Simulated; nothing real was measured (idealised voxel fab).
The process module that follows is named voxel self aligned vias.
The width of the displayed cross-section, cut, is 155 nm; its cells are square, with a size of 5 nm.
Heads up, the way a cross-section reads in here is a grid of square cells, handed over as bands from the top down, with every band being one or more rows of cells.
Each band's line starts with the height of the band's top and of its bottom, in nm. Then come its materials from left to right, each with its width in nm. One material with "full width" fills the band from edge to edge. "blank" is empty space.
Beneath 0, the wafer as received is one material, and that level is where height counting begins. The lowest band goes on downward without a bottom; it is written like "z 0 and below".
Note: "30->40" means the width goes from the first number (top row of the band) to the second number (bottom row) in equal steps per row of cells.
Basically "nothing was modified" means that step didn't change any cell in the cross-section.
Empty spaces counting at least 8 cells and having no open way to the top are listed in "Entrapped void list". The notation width x height at distance is used for each, the distance being from the left edge and all three values in nm.
Read whatever lies past the settings on a step's line as the simulator's own remark about the step.
You can add "overlay nm" to a step's line. For a step with a mask, it describes how far the mask lay to the right of its planned position, and a negative number describes a lay to the left.
### These are the steps we planned for the process
1,RECEIVE, material Si
2,CONFORMAL_DEP, material SiO2, thk nm 10
3,CONFORMAL_DEP, material SiCN, thk nm 5
4,DIRECTIONAL_DEP, material lowk, thk nm 25
5,MASKED_ETCH, tone open, mask id LINES, width nm 20, pitch nm 45, etch materials lowk, depth nm 25, overlay nm 0
6,CONFORMAL_DEP, material TiN, thk nm 5
7,FILL_DEP, material W, thk nm 5
8,CMP, height nm 40
9,SELECTIVE_ETCH, etch materials W Ru TiN, depth nm 5
10,FILL_DEP, material SiN, thk nm 10
11,CMP, height nm 40
12,DIRECTIONAL_DEP, material lowk, thk nm 20
13,PATTERN, tone open, mask id VIAS, material resist, width nm 30, pitch nm 45, thk nm 15, overlay nm 0
14,DIRECTIONAL_ETCH, etch materials lowk, depth nm 20
15,DIRECTIONAL_ETCH, etch materials SiN, depth nm 5
16,STRIP, etch materials resist
17,CONFORMAL_DEP, material TiN, thk nm 5
18,FILL_DEP, material W, thk nm 10
19,CMP, height nm 60
20,CONFORMAL_DEP, material SiN, thk nm 5
### Incoming wafer in cross-section (state: after step 1)
    z 0 and below: Si full width
    Entrapped void list: none
### Same starting wafer, same plan as above, one mistake in the execution; this is the cross-section at the end of the module
    z 65 to 60: SiN full width
    z 60 to 45: 10 W / 5 TiN / 30 lowk / 5 TiN / 5 W / 5 TiN / 30 lowk / 5 TiN / 5 W / 5 TiN / 30 lowk / 5 TiN / 15 W
    z 45 to 40: 15 TiN / 30 lowk / 15 TiN / 30 lowk / 15 TiN / 30 lowk / 20 TiN
    z 40 to 35: 20 lowk / 20 SiN / 25 lowk / 20 SiN / 25 lowk / 20 SiN / 25 lowk
    z 35 to 20: 20 lowk / 5 TiN / 10 W / 5 TiN / 25 lowk / 5 TiN / 10 W / 5 TiN / 25 lowk / 5 TiN / 10 W / 5 TiN / 25 lowk
    z 20 to 15: 20 lowk / 20 TiN / 25 lowk / 20 TiN / 25 lowk / 20 TiN / 25 lowk
    z 15 to 10: SiCN full width
    z 10 to 0: SiO2 full width
    z 0 and below: Si full width
    Entrapped void list: none
What went wrong in running the wafer? planned and actual differ for step 13; actual: PATTERN, tone cover, mask id VIAS, material resist, width nm 30, pitch nm 45, thk nm 15, overlay nm 0
